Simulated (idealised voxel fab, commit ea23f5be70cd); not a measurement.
Name of the process module below: voxel ribs on slabs
Pictured: cross-section cut, 290 nm wide, on a grid of 5 nm square cells.
Cross-section spec: square-cell grid; bands listed top down; each band is one or more rows. Look at the band entry: it leads with the top's height and the bottom's height in nm. Then it lists the materials left to right, with a width in nm for each. The word "full width" on a single material says that material fills the band edge to edge. The word "blank" is empty space. Basically, 0 is our baseline, since under it the wafer straight out of the box is all one material. The bottom band has no lower end and keeps on going down, so it looks like "0 and below". A width given as "30->40" starts at the first number in the band's top row and ends at the second number in its bottom row, shifting by an equal amount at every step from row to row. Take "nothing got changed" at face value: in the step it is given for, the cross-section changed in none of its cells. For the entry "Sealed void list", the listed items are empty spaces with no open way to the top whose size is 8 cells or more; each item follows the pattern width x height at distance, where distance is from the left edge and all three are in nm. after a step's settings: what the simulator itself notes on the step. Steps that use a mask can have "overlay nm" on their line. It says how far the mask sat to the right of where it was meant to be. Negative means to the left. Before/after cross-section pairs, one process step each; after shown to lowest changed band; step and settings beneath. Pairs may be from different runs of this module on the same starting wafer; a pair continues from the one above only where its "Pre-step geometry" entry says so.

[Pre-step geometry]
0 and below | Si full width
Sealed void list: none

[Cut View, Post-Step]
25 down to 0 | SiO2 full width
Under the height 0 nothing was changed.
Sealed void list: none
Process step (between the before and after cross-sections above): DIRECTIONAL_DEP | material SiO2 | thk nm 25

Pre-step geometry: carried over from the after image of the pair right above.

[Cut View, Post-Step]
45 down to 25 | polySi full width
Under the height 25 nothing was changed.
Sealed void list: none
Process step (between the before and after cross-sections above): DIRECTIONAL_DEP | material polySi | thk nm 20

Pre-step geometry: carried over from the after image of the pair right above.

[Cut View, Post-Step]
60 down to 45 | aC full width
Under the height 45 nothing was changed.
Sealed void list: none
Process step (between the before and after cross-sections above): DIRECTIONAL_DEP | material aC | thk nm 15

Pre-step geometry: carried over from the after image of the pair right above.

[Cut View, Post-Step]
95 down to 60 | blank: 130, resist: 25, blank: 135
Under the height 60 nothing was changed.
Sealed void list: none
Process step (between the before and after cross-sections above): PATTERN | tone cover | mask id RIB | material resist | width nm 25 | thk nm 35 | overlay nm 0

Pre-step geometry: carried over from the after image of the pair right above.

[Cut View, Post-Step]
80 down to 60 | blank: 130, resist: 25, blank: 135
60 down to 45 | blank: 130, aC: 25, blank: 135
Under the height 45 nothing was changed.
Sealed void list: none
Process step (between the before and after cross-sections above): DIRECTIONAL_ETCH | etch materials aC | depth nm 15

Pre-step geometry: carried over from the after image of the pair right above.

[Cut View, Post-Step]
60 down to 45 | blank: 130, aC: 25, blank: 135
Under the height 45 nothing was changed.
Sealed void list: none
Process step (between the before and after cross-sections above): STRIP | etch materials resist

Pre-step geometry: carried over from the after image of the pair right above.

[Cut View, Post-Step]
60 down to 45 | blank: 130, aC: 25, blank: 135
45 down to 40 | blank: 130, polySi: 25, blank: 135
Under the height 40 nothing was changed.
Sealed void list: none
Process step (between the before and after cross-sections above): DIRECTIONAL_ETCH | etch materials polySi | depth nm 5

Pre-step geometry: carried over from the after image of the pair right above.

[Cut View, Post-Step]
45 down to 40 | blank: 130, polySi: 25, blank: 135
Under the height 40 nothing was changed.
Sealed void list: none
Process step (between the before and after cross-sections above): STRIP | etch materials aC

Pre-step geometry: carried over from the after image of the pair right above.

[Cut View, Post-Step]
60 down to 55 | blank: 130, aC: 25, blank: 135
55 down to 45 | aC full width
45 down to 40 | aC: 130, polySi: 25, aC: 135
Under the height 40 nothing was changed.
Sealed void list: none
Process step (between the before and after cross-sections above): DIRECTIONAL_DEP | material aC | thk nm 15

Pre-step geometry: carried over from the after image of the pair right above.

[Cut View, Post-Step]
90 down to 60 | blank: 100, resist: 85, blank: 105
60 down to 55 | blank: 100, resist: 30, aC: 25, resist: 30, blank: 105
Under the height 55 nothing was changed.
Sealed void list: none
Process step (between the before and after cross-sections above): PATTERN | tone cover | mask id SLAB | material resist | width nm 85 | thk nm 30 | overlay nm 0

Pre-step geometry: carried over from the after image of the pair right above.

[Cut View, Post-Step]
75 down to 60 | blank: 100, resist: 85, blank: 105
60 down to 55 | blank: 100, resist: 30, aC: 25, resist: 30, blank: 105
55 down to 45 | blank: 100, aC: 85, blank: 105
45 down to 40 | blank: 100, aC: 30, polySi: 25, aC: 30, blank: 105
Under the height 40 nothing was changed.
Sealed void list: none
Process step (between the before and after cross-sections above): DIRECTIONAL_ETCH | etch materials aC | depth nm 15

Pre-step geometry: carried over from the after image of the pair right above.

[Cut View, Post-Step]
60 down to 55 | blank: 130, aC: 25, blank: 135
Under the height 55 nothing was changed.
Sealed void list: none
Process step (between the before and after cross-sections above): STRIP | etch materials resist

Pre-step geometry: carried over from the after image of the pair right above.

[Cut View, Post-Step]
60 down to 55 | blank: 130, aC: 25, blank: 135
55 down to 45 | blank: 100, aC: 85, blank: 105
45 down to 40 | blank: 100, aC: 30, polySi: 25, aC: 30, blank: 105
40 down to 25 | blank: 100, polySi: 85, blank: 105
Under the height 25 nothing was changed.
Sealed void list: none
Process step (between the before and after cross-sections above): DIRECTIONAL_ETCH | etch materials polySi | depth nm 15

Pre-step geometry: carried over from the after image of the pair right above.

[Cut View, Post-Step]
45 down to 40 | blank: 130, polySi: 25, blank: 135
Under the height 40 nothing was changed.
Sealed void list: none
Process step (between the before and after cross-sections above): STRIP | etch materials aC

Pre-step geometry: carried over from the after image of the pair right above.

[Cut View, Post-Step]
65 down to 45 | SiO2 full width
45 down to 40 | SiO2: 130, polySi: 25, SiO2: 135
40 down to 25 | SiO2: 100, polySi: 85, SiO2: 105
Under the height 25 nothing was changed.
Sealed void list: none
Process step (between the before and after cross-sections above): FILL_DEP | material SiO2 | thk nm 20

Pre-step geometry: carried over from the after image of the pair right above.

[Cut View, Post-Step]
55 down to 45 | SiO2 full width
Under the height 45 nothing was changed.
Sealed void list: none
Process step (between the before and after cross-sections above): CMP | height nm 55

Pre-step geometry: carried over from the after image of the pair right above.

[Cut View, Post-Step]
65 down to 55 | TiN full width
Under the height 55 nothing was changed.
Sealed void list: none
Process step (between the before and after cross-sections above): DIRECTIONAL_DEP | material TiN | thk nm 10

Pre-step geometry: carried over from the after image of the pair right above.

[Cut View, Post-Step]
85 down to 65 | blank: 125, resist: 35, blank: 130
Under the height 65 nothing was changed.
Sealed void list: none
Process step (between the before and after cross-sections above): PATTERN | tone cover | mask id HEATER | material resist | width nm 35 | thk nm 20 | overlay nm 0

Pre-step geometry: carried over from the after image of the pair right above.

[Cut View, Post-Step]
85 down to 65 | blank: 125, resist: 35, blank: 130
65 down to 55 | blank: 125, TiN: 35, blank: 130
Under the height 55 nothing was changed.
Sealed void list: none
Process step (between the before and after cross-sections above): DIRECTIONAL_ETCH | etch materials TiN | depth nm 10

Pre-step geometry: carried over from the after image of the pair right above.

[Cut View, Post-Step]
65 down to 55 | blank: 125, TiN: 35, blank: 130
Under the height 55 nothing was changed.
Sealed void list: none
Process step (between the before and after cross-sections above): STRIP | etch materials resist

Pre-step geometry: carried over from the after image of the pair right above.

[Cut View, Post-Step]
75 down to 65 | blank: 115, SiO2: 55, blank: 120
65 down to 55 | SiO2: 125, TiN: 35, SiO2: 130
Under the height 55 nothing was changed.
Sealed void list: none
Process step (between the before and after cross-sections above): CONFORMAL_DEP | material SiO2 | thk nm 10

[Pre-step geometry]
45 down to 25 | polySi full width
25 down to 0 | SiO2 full width
0 and below | Si full width
Sealed void list: none

[Cut View, Post-Step]
65 down to 25 | polySi full width
Under the height 25 nothing was changed.
Sealed void list: none
Process step (between the before and after cross-sections above): DIRECTIONAL_DEP | material polySi | thk nm 20

Pre-step geometry: carried over from the after image of the pair right above.

[Cut View, Post-Step]
80 down to 65 | aC full width
Under the height 65 nothing was changed.
Sealed void list: none
Process step (between the before and after cross-sections above): DIRECTIONAL_DEP | material aC | thk nm 15

Pre-step geometry: carried over from the after image of the pair right above.

[Cut View, Post-Step]
115 down to 80 | blank: 130, resist: 25, blank: 135
Under the height 80 nothing was changed.
Sealed void list: none
Process step (between the before and after cross-sections above): PATTERN | tone cover | mask id RIB | material resist | width nm 25 | thk nm 35 | overlay nm 0

Pre-step geometry: carried over from the after image of the pair right above.

[Cut View, Post-Step]
100 down to 80 | blank: 130, resist: 25, blank: 135
80 down to 65 | blank: 130, aC: 25, blank: 135
Under the height 65 nothing was changed.
Sealed void list: none
Process step (between the before and after cross-sections above): DIRECTIONAL_ETCH | etch materials aC | depth nm 15

Pre-step geometry: carried over from the after image of the pair right above.

[Cut View, Post-Step]
80 down to 65 | blank: 130, aC: 25, blank: 135
Under the height 65 nothing was changed.
Sealed void list: none
Process step (between the before and after cross-sections above): STRIP | etch materials resist

Pre-step geometry: carried over from the after image of the pair right above.

[Cut View, Post-Step]
80 down to 65 | blank: 130, aC: 25, blank: 135
65 down to 60 | blank: 130, polySi: 25, blank: 135
Under the height 60 nothing was changed.
Sealed void list: none
Process step (between the before and after cross-sections above): DIRECTIONAL_ETCH | etch materials polySi | depth nm 5

Pre-step geometry: carried over from the after image of the pair right above.

[Cut View, Post-Step]
65 down to 60 | blank: 130, polySi: 25, blank: 135
Under the height 60 nothing was changed.
Sealed void list: none
Process step (between the before and after cross-sections above): STRIP | etch materials aC

Pre-step geometry: carried over from the after image of the pair right above.

[Cut View, Post-Step]
80 down to 75 | blank: 130, aC: 25, blank: 135
75 down to 65 | aC full width
65 down to 60 | aC: 130, polySi: 25, aC: 135
Under the height 60 nothing was changed.
Sealed void list: none
Process step (between the before and after cross-sections above): DIRECTIONAL_DEP | material aC | thk nm 15

Pre-step geometry: carried over from the after image of the pair right above.

[Cut View, Post-Step]
110 down to 80 | blank: 100, resist: 85, blank: 105
80 down to 75 | blank: 100, resist: 30, aC: 25, resist: 30, blank: 105
Under the height 75 nothing was changed.
Sealed void list: none
Process step (between the before and after cross-sections above): PATTERN | tone cover | mask id SLAB | material resist | width nm 85 | thk nm 30 | overlay nm 0

Pre-step geometry: carried over from the after image of the pair right above.

[Cut View, Post-Step]
95 down to 80 | blank: 100, resist: 85, blank: 105
80 down to 75 | blank: 100, resist: 30, aC: 25, resist: 30, blank: 105
75 down to 65 | blank: 100, aC: 85, blank: 105
65 down to 60 | blank: 100, aC: 30, polySi: 25, aC: 30, blank: 105
Under the height 60 nothing was changed.
Sealed void list: none
Process step (between the before and after cross-sections above): DIRECTIONAL_ETCH | etch materials aC | depth nm 15

Pre-step geometry: carried over from the after image of the pair right above.

[Cut View, Post-Step]
80 down to 75 | blank: 130, aC: 25, blank: 135
Under the height 75 nothing was changed.
Sealed void list: none
Process step (between the before and after cross-sections above): STRIP | etch materials resist

Pre-step geometry: carried over from the after image of the pair right above.

[Cut View, Post-Step]
80 down to 75 | blank: 130, aC: 25, blank: 135
75 down to 65 | blank: 100, aC: 85, blank: 105
65 down to 60 | blank: 100, aC: 30, polySi: 25, aC: 30, blank: 105
60 down to 45 | blank: 100, polySi: 85, blank: 105
Under the height 45 nothing was changed.
Sealed void list: none
Process step (between the before and after cross-sections above): DIRECTIONAL_ETCH | etch materials polySi | depth nm 15

Pre-step geometry: carried over from the after image of the pair right above.

[Cut View, Post-Step]
65 down to 60 | blank: 130, polySi: 25, blank: 135
Under the height 60 nothing was changed.
Sealed void list: none
Process step (between the before and after cross-sections above): STRIP | etch materials aC

Pre-step geometry: carried over from the after image of the pair right above.

[Cut View, Post-Step]
85 down to 65 | SiO2 full width
65 down to 60 | SiO2: 130, polySi: 25, SiO2: 135
60 down to 45 | SiO2: 100, polySi: 85, SiO2: 105
Under the height 45 nothing was changed.
Sealed void list: none
Process step (between the before and after cross-sections above): FILL_DEP | material SiO2 | thk nm 20

Pre-step geometry: carried over from the after image of the pair right above.

[Cut View, Post-Step]
55 down to 45 | SiO2: 100, polySi: 85, SiO2: 105
Under the height 45 nothing was changed.
Sealed void list: none
Process step (between the before and after cross-sections above): CMP | height nm 55

Pre-step geometry: carried over from the after image of the pair right above.

[Cut View, Post-Step]
65 down to 55 | TiN full width
Under the height 55 nothing was changed.
Sealed void list: none
Process step (between the before and after cross-sections above): DIRECTIONAL_DEP | material TiN | thk nm 10

Pre-step geometry: carried over from the after image of the pair right above.

[Cut View, Post-Step]
85 down to 65 | blank: 125, resist: 35, blank: 130
Under the height 65 nothing was changed.
Sealed void list: none
Process step (between the before and after cross-sections above): PATTERN | tone cover | mask id HEATER | material resist | width nm 35 | thk nm 20 | overlay nm 0

Pre-step geometry: carried over from the after image of the pair right above.

[Cut View, Post-Step]
85 down to 65 | blank: 125, resist: 35, blank: 130
65 down to 55 | blank: 125, TiN: 35, blank: 130
Under the height 55 nothing was changed.
Sealed void list: none
Process step (between the before and after cross-sections above): DIRECTIONAL_ETCH | etch materials TiN | depth nm 10

Pre-step geometry: carried over from the after image of the pair right above.

[Cut View, Post-Step]
65 down to 55 | blank: 125, TiN: 35, blank: 130
Under the height 55 nothing was changed.
Sealed void list: none
Process step (between the before and after cross-sections above): STRIP | etch materials resist

Pre-step geometry: carried over from the after image of the pair right above.

[Cut View, Post-Step]
75 down to 65 | blank: 115, SiO2: 55, blank: 120
65 down to 55 | SiO2: 125, TiN: 35, SiO2: 130
Under the height 55 nothing was changed.
Sealed void list: none
Process step (between the before and after cross-sections above): CONFORMAL_DEP | material SiO2 | thk nm 10

[Pre-step geometry]
0 and below | Si full width
Sealed void list: none

[Cut View, Post-Step]
20 down to 0 | polySi full width
Under the height 0 nothing was changed.
Sealed void list: none
Process step (between the before and after cross-sections above): DIRECTIONAL_DEP | material polySi | thk nm 20

Pre-step geometry: carried over from the after image of the pair right above.

[Cut View, Post-Step]
45 down to 20 | SiO2 full width
Under the height 20 nothing was changed.
Sealed void list: none
Process step (between the before and after cross-sections above): DIRECTIONAL_DEP | material SiO2 | thk nm 25

Pre-step geometry: carried over from the after image of the pair right above.

[Cut View, Post-Step]
60 down to 45 | aC full width
Under the height 45 nothing was changed.
Sealed void list: none
Process step (between the before and after cross-sections above): DIRECTIONAL_DEP | material aC | thk nm 15

Pre-step geometry: carried over from the after image of the pair right above.

[Cut View, Post-Step]
95 down to 60 | blank: 130, resist: 25, blank: 135
Under the height 60 nothing was changed.
Sealed void list: none
Process step (between the before and after cross-sections above): PATTERN | tone cover | mask id RIB | material resist | width nm 25 | thk nm 35 | overlay nm 0

Pre-step geometry: carried over from the after image of the pair right above.

[Cut View, Post-Step]
80 down to 60 | blank: 130, resist: 25, blank: 135
60 down to 45 | blank: 130, aC: 25, blank: 135
Under the height 45 nothing was changed.
Sealed void list: none
Process step (between the before and after cross-sections above): DIRECTIONAL_ETCH | etch materials aC | depth nm 15

Pre-step geometry: carried over from the after image of the pair right above.

[Cut View, Post-Step]
60 down to 45 | blank: 130, aC: 25, blank: 135
Under the height 45 nothing was changed.
Sealed void list: none
Process step (between the before and after cross-sections above): STRIP | etch materials resist

Pre-step geometry: carried over from the after image of the pair right above.

[Cut View, Post-Step]
45 down to 20 | SiO2 full width
Under the height 20 nothing was changed.
Sealed void list: none
Process step (between the before and after cross-sections above): STRIP | etch materials aC

[Pre-step geometry]
60 down to 45 | aC full width
45 down to 20 | SiO2 full width
20 down to 0 | polySi full width
0 and below | Si full width
Sealed void list: none

[Cut View, Post-Step]
90 down to 60 | blank: 100, resist: 85, blank: 105
Under the height 60 nothing was changed.
Sealed void list: none
Process step (between the before and after cross-sections above): PATTERN | tone cover | mask id SLAB | material resist | width nm 85 | thk nm 30 | overlay nm 0

Pre-step geometry: carried over from the after image of the pair right above.

[Cut View, Post-Step]
75 down to 60 | blank: 100, resist: 85, blank: 105
60 down to 45 | blank: 100, aC: 85, blank: 105
Under the height 45 nothing was changed.
Sealed void list: none
Process step (between the before and after cross-sections above): DIRECTIONAL_ETCH | etch materials aC | depth nm 15

Pre-step geometry: carried over from the after image of the pair right above.

[Cut View, Post-Step]
60 down to 45 | blank: 100, aC: 85, blank: 105
Under the height 45 nothing was changed.
Sealed void list: none
Process step (between the before and after cross-sections above): STRIP | etch materials resist

Pre-step geometry: carried over from the after image of the pair right above.

[Cut View, Post-Step]
45 down to 20 | SiO2 full width
Under the height 20 nothing was changed.
Sealed void list: none
Process step (between the before and after cross-sections above): STRIP | etch materials aC

Pre-step geometry: carried over from the after image of the pair right above.

[Cut View, Post-Step]
65 down to 20 | SiO2 full width
Under the height 20 nothing was changed.
Sealed void list: none
Process step (between the before and after cross-sections above): FILL_DEP | material SiO2 | thk nm 20

Pre-step geometry: carried over from the after image of the pair right above.

[Cut View, Post-Step]
55 down to 20 | SiO2 full width
Under the height 20 nothing was changed.
Sealed void list: none
Process step (between the before and after cross-sections above): CMP | height nm 55

Pre-step geometry: carried over from the after image of the pair right above.

[Cut View, Post-Step]
65 down to 55 | TiN full width
Under the height 55 nothing was changed.
Sealed void list: none
Process step (between the before and after cross-sections above): DIRECTIONAL_DEP | material TiN | thk nm 10

Pre-step geometry: carried over from the after image of the pair right above.

[Cut View, Post-Step]
85 down to 65 | blank: 125, resist: 35, blank: 130
Under the height 65 nothing was changed.
Sealed void list: none
Process step (between the before and after cross-sections above): PATTERN | tone cover | mask id HEATER | material resist | width nm 35 | thk nm 20 | overlay nm 0

Pre-step geometry: carried over from the after image of the pair right above.

[Cut View, Post-Step]
85 down to 65 | blank: 125, resist: 35, blank: 130
65 down to 55 | blank: 125, TiN: 35, blank: 130
Under the height 55 nothing was changed.
Sealed void list: none
Process step (between the before and after cross-sections above): DIRECTIONAL_ETCH | etch materials TiN | depth nm 10

Pre-step geometry: carried over from the after image of the pair right above.

[Cut View, Post-Step]
65 down to 55 | blank: 125, TiN: 35, blank: 130
Under the height 55 nothing was changed.
Sealed void list: none
Process step (between the before and after cross-sections above): STRIP | etch materials resist

Pre-step geometry: carried over from the after image of the pair right above.

[Cut View, Post-Step]
75 down to 65 | blank: 115, SiO2: 55, blank: 120
65 down to 55 | SiO2: 125, TiN: 35, SiO2: 130
Under the height 55 nothing was changed.
Sealed void list: none
Process step (between the before and after cross-sections above): CONFORMAL_DEP | material SiO2 | thk nm 10

[Pre-step geometry]
65 down to 55 | blank: 125, TiN: 35, blank: 130
55 down to 45 | SiO2 full width
45 down to 40 | SiO2: 130, polySi: 25, SiO2: 135
40 down to 25 | SiO2: 100, polySi: 85, SiO2: 105
25 down to 0 | SiO2 full width
0 and below | Si full width
Sealed void list: none

[Cut View, Post-Step]
70 down to 65 | blank: 120, SiO2: 45, blank: 125
65 down to 60 | blank: 120, SiO2: 5, TiN: 35, SiO2: 5, blank: 125
60 down to 55 | SiO2: 125, TiN: 35, SiO2: 130
Under the height 55 nothing was changed.
Sealed void list: none
Process step (between the before and after cross-sections above): CONFORMAL_DEP | material SiO2 | thk nm 5

[Pre-step geometry]
60 down to 55 | blank: 130, aC: 25, blank: 135
55 down to 45 | aC full width
45 down to 40 | aC: 130, polySi: 25, aC: 135
40 down to 25 | polySi full width
25 down to 0 | SiO2 full width
0 and below | Si full width
Sealed void list: none

[Cut View, Post-Step]
90 down to 60 | blank: 100, resist: 90, blank: 100
60 down to 55 | blank: 100, resist: 30, aC: 25, resist: 35, blank: 100
Under the height 55 nothing was changed.
Sealed void list: none
Process step (between the before and after cross-sections above): PATTERN | tone cover | mask id SLAB | material resist | width nm 90 | thk nm 30 | overlay nm 0

Pre-step geometry: carried over from the after image of the pair right above.

[Cut View, Post-Step]
75 down to 60 | blank: 100, resist: 90, blank: 100
60 down to 55 | blank: 100, resist: 30, aC: 25, resist: 35, blank: 100
55 down to 45 | blank: 100, aC: 90, blank: 100
45 down to 40 | blank: 100, aC: 30, polySi: 25, aC: 35, blank: 100
Under the height 40 nothing was changed.
Sealed void list: none
Process step (between the before and after cross-sections above): DIRECTIONAL_ETCH | etch materials aC | depth nm 15

Pre-step geometry: carried over from the after image of the pair right above.

[Cut View, Post-Step]
60 down to 55 | blank: 130, aC: 25, blank: 135
Under the height 55 nothing was changed.
Sealed void list: none
Process step (between the before and after cross-sections above): STRIP | etch materials resist

Pre-step geometry: carried over from the after image of the pair right above.

[Cut View, Post-Step]
60 down to 55 | blank: 130, aC: 25, blank: 135
55 down to 45 | blank: 100, aC: 90, blank: 100
45 down to 40 | blank: 100, aC: 30, polySi: 25, aC: 35, blank: 100
40 down to 25 | blank: 100, polySi: 90, blank: 100
Under the height 25 nothing was changed.
Sealed void list: none
Process step (between the before and after cross-sections above): DIRECTIONAL_ETCH | etch materials polySi | depth nm 15

Pre-step geometry: carried over from the after image of the pair right above.

[Cut View, Post-Step]
45 down to 40 | blank: 130, polySi: 25, blank: 135
Under the height 40 nothing was changed.
Sealed void list: none
Process step (between the before and after cross-sections above): STRIP | etch materials aC

Pre-step geometry: carried over from the after image of the pair right above.

[Cut View, Post-Step]
65 down to 45 | SiO2 full width
45 down to 40 | SiO2: 130, polySi: 25, SiO2: 135
40 down to 25 | SiO2: 100, polySi: 90, SiO2: 100
Under the height 25 nothing was changed.
Sealed void list: none
Process step (between the before and after cross-sections above): FILL_DEP | material SiO2 | thk nm 20

Pre-step geometry: carried over from the after image of the pair right above.

[Cut View, Post-Step]
55 down to 45 | SiO2 full width
Under the height 45 nothing was changed.
Sealed void list: none
Process step (between the before and after cross-sections above): CMP | height nm 55

Pre-step geometry: carried over from the after image of the pair right above.

[Cut View, Post-Step]
65 down to 55 | TiN full width
Under the height 55 nothing was changed.
Sealed void list: none
Process step (between the before and after cross-sections above): DIRECTIONAL_DEP | material TiN | thk nm 10

Pre-step geometry: carried over from the after image of the pair right above.

[Cut View, Post-Step]
85 down to 65 | blank: 125, resist: 35, blank: 130
Under the height 65 nothing was changed.
Sealed void list: none
Process step (between the before and after cross-sections above): PATTERN | tone cover | mask id HEATER | material resist | width nm 35 | thk nm 20 | overlay nm 0

Pre-step geometry: carried over from the after image of the pair right above.

[Cut View, Post-Step]
85 down to 65 | blank: 125, resist: 35, blank: 130
65 down to 55 | blank: 125, TiN: 35, blank: 130
Under the height 55 nothing was changed.
Sealed void list: none
Process step (between the before and after cross-sections above): DIRECTIONAL_ETCH | etch materials TiN | depth nm 10

Pre-step geometry: carried over from the after image of the pair right above.

[Cut View, Post-Step]
65 down to 55 | blank: 125, TiN: 35, blank: 130
Under the height 55 nothing was changed.
Sealed void list: none
Process step (between the before and after cross-sections above): STRIP | etch materials resist

Pre-step geometry: carried over from the after image of the pair right above.

[Cut View, Post-Step]
75 down to 65 | blank: 115, SiO2: 55, blank: 120
65 down to 55 | SiO2: 125, TiN: 35, SiO2: 130
Under the height 55 nothing was changed.
Sealed void list: none
Process step (between the before and after cross-sections above): CONFORMAL_DEP | material SiO2 | thk nm 10

[Pre-step geometry]
65 down to 55 | TiN full width
55 down to 45 | SiO2 full width
45 down to 40 | SiO2: 130, polySi: 25, SiO2: 135
40 down to 25 | SiO2: 100, polySi: 85, SiO2: 105
25 down to 0 | SiO2 full width
0 and below | Si full width
Sealed void list: none

[Cut View, Post-Step]
85 down to 65 | blank: 130, resist: 35, blank: 125
Under the height 65 nothing was changed.
Sealed void list: none
Process step (between the before and after cross-sections above): PATTERN | tone cover | mask id HEATER | material resist | width nm 35 | thk nm 20 | overlay nm 5

Pre-step geometry: carried over from the after image of the pair right above.

[Cut View, Post-Step]
85 down to 65 | blank: 130, resist: 35, blank: 125
65 down to 55 | blank: 130, TiN: 35, blank: 125
Under the height 55 nothing was changed.
Sealed void list: none
Process step (between the before and after cross-sections above): DIRECTIONAL_ETCH | etch materials TiN | depth nm 10

Pre-step geometry: carried over from the after image of the pair right above.

[Cut View, Post-Step]
65 down to 55 | blank: 130, TiN: 35, blank: 125
Under the height 55 nothing was changed.
Sealed void list: none
Process step (between the before and after cross-sections above): STRIP | etch materials resist

Pre-step geometry: carried over from the after image of the pair right above.

[Cut View, Post-Step]
75 down to 65 | blank: 120, SiO2: 55, blank: 115
65 down to 55 | SiO2: 130, TiN: 35, SiO2: 125
Under the height 55 nothing was changed.
Sealed void list: none
Process step (between the before and after cross-sections above): CONFORMAL_DEP | material SiO2 | thk nm 10

[Pre-step geometry]
45 down to 25 | polySi full width
25 down to 0 | SiO2 full width
0 and below | Si full width
Sealed void list: none

[Cut View, Post-Step]
60 down to 25 | polySi full width
Under the height 25 nothing was changed.
Sealed void list: none
Process step (between the before and after cross-sections above): DIRECTIONAL_DEP | material polySi | thk nm 15

Pre-step geometry: carried over from the after image of the pair right above.

[Cut View, Post-Step]
95 down to 60 | blank: 130, resist: 25, blank: 135
Under the height 60 nothing was changed.
Sealed void list: none
Process step (between the before and after cross-sections above): PATTERN | tone cover | mask id RIB | material resist | width nm 25 | thk nm 35 | overlay nm 0

Pre-step geometry: carried over from the after image of the pair right above.

[Cut View, Post-Step]
80 down to 60 | blank: 130, resist: 25, blank: 135
Under the height 60 nothing was changed.
Sealed void list: none
Process step (between the before and after cross-sections above): DIRECTIONAL_ETCH | etch materials aC | depth nm 15

Pre-step geometry: carried over from the after image of the pair right above.

[Cut View, Post-Step]
60 down to 25 | polySi full width
Under the height 25 nothing was changed.
Sealed void list: none
Process step (between the before and after cross-sections above): STRIP | etch materials resist

Pre-step geometry: carried over from the after image of the pair right above.

[Cut View, Post-Step]
55 down to 25 | polySi full width
Under the height 25 nothing was changed.
Sealed void list: none
Process step (between the before and after cross-sections above): DIRECTIONAL_ETCH | etch materials polySi | depth nm 5

Pre-step geometry: carried over from the after image of the pair right above.

[Cut View, Post-Step]
70 down to 55 | aC full width
Under the height 55 nothing was changed.
Sealed void list: none
Process step (between the before and after cross-sections above): DIRECTIONAL_DEP | material aC | thk nm 15

Pre-step geometry: carried over from the after image of the pair right above.

[Cut View, Post-Step]
100 down to 70 | blank: 100, resist: 85, blank: 105
Under the height 70 nothing was changed.
Sealed void list: none
Process step (between the before and after cross-sections above): PATTERN | tone cover | mask id SLAB | material resist | width nm 85 | thk nm 30 | overlay nm 0

Pre-step geometry: carried over from the after image of the pair right above.

[Cut View, Post-Step]
85 down to 70 | blank: 100, resist: 85, blank: 105
70 down to 55 | blank: 100, aC: 85, blank: 105
Under the height 55 nothing was changed.
Sealed void list: none
Process step (between the before and after cross-sections above): DIRECTIONAL_ETCH | etch materials aC | depth nm 15

Pre-step geometry: carried over from the after image of the pair right above.

[Cut View, Post-Step]
70 down to 55 | blank: 100, aC: 85, blank: 105
Under the height 55 nothing was changed.
Sealed void list: none
Process step (between the before and after cross-sections above): STRIP | etch materials resist

Pre-step geometry: carried over from the after image of the pair right above.

[Cut View, Post-Step]
70 down to 55 | blank: 100, aC: 85, blank: 105
55 down to 40 | blank: 100, polySi: 85, blank: 105
Under the height 40 nothing was changed.
Sealed void list: none
Process step (between the before and after cross-sections above): DIRECTIONAL_ETCH | etch materials polySi | depth nm 15

Pre-step geometry: carried over from the after image of the pair right above.

[Cut View, Post-Step]
55 down to 40 | blank: 100, polySi: 85, blank: 105
Under the height 40 nothing was changed.
Sealed void list: none
Process step (between the before and after cross-sections above): STRIP | etch materials aC

Pre-step geometry: carried over from the after image of the pair right above.

[Cut View, Post-Step]
75 down to 55 | SiO2 full width
55 down to 40 | SiO2: 100, polySi: 85, SiO2: 105
Under the height 40 nothing was changed.
Sealed void list: none
Process step (between the before and after cross-sections above): FILL_DEP | material SiO2 | thk nm 20

Pre-step geometry: carried over from the after image of the pair right above.

[Cut View, Post-Step]
55 down to 40 | SiO2: 100, polySi: 85, SiO2: 105
Under the height 40 nothing was changed.
Sealed void list: none
Process step (between the before and after cross-sections above): CMP | height nm 55

Pre-step geometry: carried over from the after image of the pair right above.

[Cut View, Post-Step]
65 down to 55 | TiN full width
Under the height 55 nothing was changed.
Sealed void list: none
Process step (between the before and after cross-sections above): DIRECTIONAL_DEP | material TiN | thk nm 10

Pre-step geometry: carried over from the after image of the pair right above.

[Cut View, Post-Step]
85 down to 65 | blank: 125, resist: 35, blank: 130
Under the height 65 nothing was changed.
Sealed void list: none
Process step (between the before and after cross-sections above): PATTERN | tone cover | mask id HEATER | material resist | width nm 35 | thk nm 20 | overlay nm 0

Pre-step geometry: carried over from the after image of the pair right above.

[Cut View, Post-Step]
85 down to 65 | blank: 125, resist: 35, blank: 130
65 down to 55 | blank: 125, TiN: 35, blank: 130
Under the height 55 nothing was changed.
Sealed void list: none
Process step (between the before and after cross-sections above): DIRECTIONAL_ETCH | etch materials TiN | depth nm 10

Pre-step geometry: carried over from the after image of the pair right above.

[Cut View, Post-Step]
65 down to 55 | blank: 125, TiN: 35, blank: 130
Under the height 55 nothing was changed.
Sealed void list: none
Process step (between the before and after cross-sections above): STRIP | etch materials resist

Pre-step geometry: carried over from the after image of the pair right above.

[Cut View, Post-Step]
75 down to 65 | blank: 115, SiO2: 55, blank: 120
65 down to 55 | SiO2: 125, TiN: 35, SiO2: 130
Under the height 55 nothing was changed.
Sealed void list: none
Process step (between the before and after cross-sections above): CONFORMAL_DEP | material SiO2 | thk nm 10

[Pre-step geometry]
60 down to 45 | aC full width
45 down to 25 | polySi full width
25 down to 0 | SiO2 full width
0 and below | Si full width
Sealed void list: none

[Cut View, Post-Step]
95 down to 60 | resist: 130, blank: 25, resist: 135
Under the height 60 nothing was changed.
Sealed void list: none
Process step (between the before and after cross-sections above): PATTERN | tone open | mask id RIB | material resist | width nm 25 | thk nm 35 | overlay nm 0

Pre-step geometry: carried over from the after image of the pair right above.

[Cut View, Post-Step]
80 down to 60 | resist: 130, blank: 25, resist: 135
60 down to 45 | aC: 130, blank: 25, aC: 135
Under the height 45 nothing was changed.
Sealed void list: none
Process step (between the before and after cross-sections above): DIRECTIONAL_ETCH | etch materials aC | depth nm 15

Pre-step geometry: carried over from the after image of the pair right above.

[Cut View, Post-Step]
60 down to 45 | aC: 130, blank: 25, aC: 135
Under the height 45 nothing was changed.
Sealed void list: none
Process step (between the before and after cross-sections above): STRIP | etch materials resist

Pre-step geometry: carried over from the after image of the pair right above.

[Cut View, Post-Step]
60 down to 45 | aC: 130, blank: 25, aC: 135
45 down to 40 | polySi: 130, blank: 25, polySi: 135
Under the height 40 nothing was changed.
Sealed void list: none
Process step (between the before and after cross-sections above): DIRECTIONAL_ETCH | etch materials polySi | depth nm 5
